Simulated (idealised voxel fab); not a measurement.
Process module heading - voxel transistor to metal
It is cross-section cut that appears here, measuring 210 nm in width, its square cells being 5 nm in size.
In what follows, cross-sections appear as grids of square cells, described through bands that run from the top down, where every band is one or more rows of cells. Basically the band line says how high the top is and how high the bottom is, in nm, and then what's in it from left to right, every material with its width in nm. Empty space shows up as "blank", and if a single material carries "throughout" it runs the full band edge to edge. Heads up on the height convention: 0 is the point under which the incoming wafer is all one material, and the lowest band has no bottom, it just keeps going down, like "top 0, no bottom". Width: "30..40" (first number = top row, second number = bottom row, same change from row to row of cells). Where the words "identical to before" appear for a step, the cross-section shows no cell changed by that step; every cell remained as before. "Closed void catalog" contains a list of empty spaces, each no smaller than 8 cells and without an open way to the top, written in the form width x height at distance with the distance from the left edge and all three in nm. Past the settings on a step's line: simulator remark, on that step. Steps that use a mask can have "overlay nm" on their line. It says how far the mask sat to the right of where it was meant to be. Negative means to the left.
# The process steps that were planned are listed below
- 1: op RECEIVE | material Si
- 2: op CONFORMAL_DEP | material SiO2 | thk nm 5
- 3: op CONFORMAL_DEP | material SiN | thk nm 15
- 4: op MASKED_ETCH | tone cover | mask id ACTIVE | width nm 100 | etch materials SiN | depth nm 15 | overlay nm 0
- 5: op MASKED_ETCH | tone cover | mask id ACTIVE | width nm 100 | etch materials SiO2 | depth nm 5 | overlay nm 0
- 6: op MASKED_ETCH | tone cover | mask id ACTIVE | width nm 100 | etch materials Si | depth nm 25 | overlay nm 0
- 7: op OXIDIZE | depth nm 5
- 8: op FILL_DEP | material SiO2 | thk nm 10
- 9: op CMP | height nm 20
- 10: op SELECTIVE_ETCH | etch materials SiO2 | depth nm 15
- 11: op STRIP | etch materials SiN
- 12: op SELECTIVE_ETCH | etch materials SiO2 | depth nm 5
- 13: op OXIDIZE | depth nm 5
- 14: op DIRECTIONAL_DEP | material polySi | thk nm 30
- 15: op DIRECTIONAL_DEP | material SiCN | thk nm 10
- 16: op MASKED_ETCH | tone cover | mask id GATE | width nm 20 | etch materials SiCN | depth nm 20 | overlay nm 0
- 17: op MASKED_ETCH | tone cover | mask id GATE | width nm 20 | etch materials polySi | depth nm 40 | overlay nm 0
- 18: op CONFORMAL_DEP | material SiO2 | thk nm 5
- 19: op DIRECTIONAL_ETCH | etch materials SiO2 | depth nm 5
- 20: op CONFORMAL_DEP | material SiN | thk nm 5
- 21: op DIRECTIONAL_ETCH | etch materials SiN | depth nm 5
- 22: op DIRECTIONAL_ETCH | etch materials SiO2 | depth nm 5
- 23: op DIRECTIONAL_ETCH | etch materials Si | depth nm 15
- 24: op EPI | material nSi | thk nm 20
- 25: op FILL_DEP | material SiO2 | thk nm 5
- 26: op CMP | height nm 40
- 27: op DIRECTIONAL_DEP | material SiO2 | thk nm 10
- 28: op DIRECTIONAL_DEP | material aC | thk nm 10
- 29: op PATTERN | tone open | mask id CONTACT | material resist | width nm 15 | pitch nm 75 | thk nm 25 | overlay nm 0
- 30: op DIRECTIONAL_ETCH | etch materials aC | depth nm 10
- 31: op STRIP | etch materials resist
- 32: op DIRECTIONAL_ETCH | etch materials SiO2 | depth nm 50
- 33: op STRIP | etch materials aC
- 34: op CONFORMAL_DEP | material TiN | thk nm 5
- 35: op FILL_DEP | material Ru | thk nm 5
- 36: op CMP | height nm 50
- 37: op CONFORMAL_DEP | material SiCN | thk nm 5
- 38: op DIRECTIONAL_DEP | material lowk | thk nm 20
- 39: op MASKED_ETCH | tone open | mask id METAL_1 | width nm 15 | pitch nm 75 | etch materials lowk | depth nm 20 | overlay nm 0
- 40: op MASKED_ETCH | tone open | mask id METAL_1 | width nm 15 | pitch nm 75 | etch materials SiCN | depth nm 5 | overlay nm 0
- 41: op CONFORMAL_DEP | material TiN | thk nm 5
- 42: op FILL_DEP | material Cu | thk nm 5
- 43: op CMP | height nm 75
- 44: op CONFORMAL_DEP | material SiCN | thk nm 5
# Received-state cross-section, reflecting completion of step 1
top 0, no bottom: Si throughout
Closed void catalog: none
# Below is the wafer in cross-section after the module was completed. It began from the starting point shown above and followed the plan shown above, except that one mistake was made while running it
top 80, bottom 75: SiCN throughout
top 75, bottom 55: lowk 60 nm  TiN 5 nm  Cu 5 nm  TiN 5 nm  lowk 60 nm  TiN 5 nm  Cu 5 nm  TiN 5 nm  lowk 60 nm
top 55, bottom 50: SiCN 60 nm  TiN 15 nm  SiCN 60 nm  TiN 15 nm  SiCN 60 nm
top 50, bottom 40: SiO2 60 nm  TiN 5 nm  Ru 5 nm  TiN 5 nm  SiO2 60 nm  TiN 5 nm  Ru 5 nm  TiN 5 nm  SiO2 60 nm
top 40, bottom 35: SiO2 60 nm  TiN 15 nm  SiO2 10 nm  SiN 5 nm  SiO2 5 nm  SiCN 20 nm  SiO2 5 nm  SiN 5 nm  SiO2 10 nm  TiN 15 nm  SiO2 60 nm
top 35, bottom 30: SiO2 45 nm  nSi 40 nm  SiN 5 nm  SiO2 5 nm  SiCN 20 nm  SiO2 5 nm  SiN 5 nm  nSi 40 nm  SiO2 45 nm
top 30, bottom 20: SiO2 45 nm  nSi 40 nm  SiN 5 nm  SiO2 5 nm  polySi 20 nm  SiO2 5 nm  SiN 5 nm  nSi 40 nm  SiO2 45 nm
top 20, bottom 0: SiO2 35 nm  nSi 50 nm  SiN 5 nm  SiO2 5 nm  polySi 20 nm  SiO2 5 nm  SiN 5 nm  nSi 50 nm  SiO2 35 nm
top 0, bottom -5: SiO2 35 nm  nSi 50 nm  SiO2 40 nm  nSi 50 nm  SiO2 35 nm
top -5, bottom -20: SiO2 60 nm  nSi 25 nm  Si 40 nm  nSi 25 nm  SiO2 60 nm
top -20, bottom -30: SiO2 60 nm  Si 90 nm  SiO2 60 nm
top -30, no bottom: Si throughout
Closed void catalog: none
Where did the run depart from the plan? step 24 from the plan got run twice
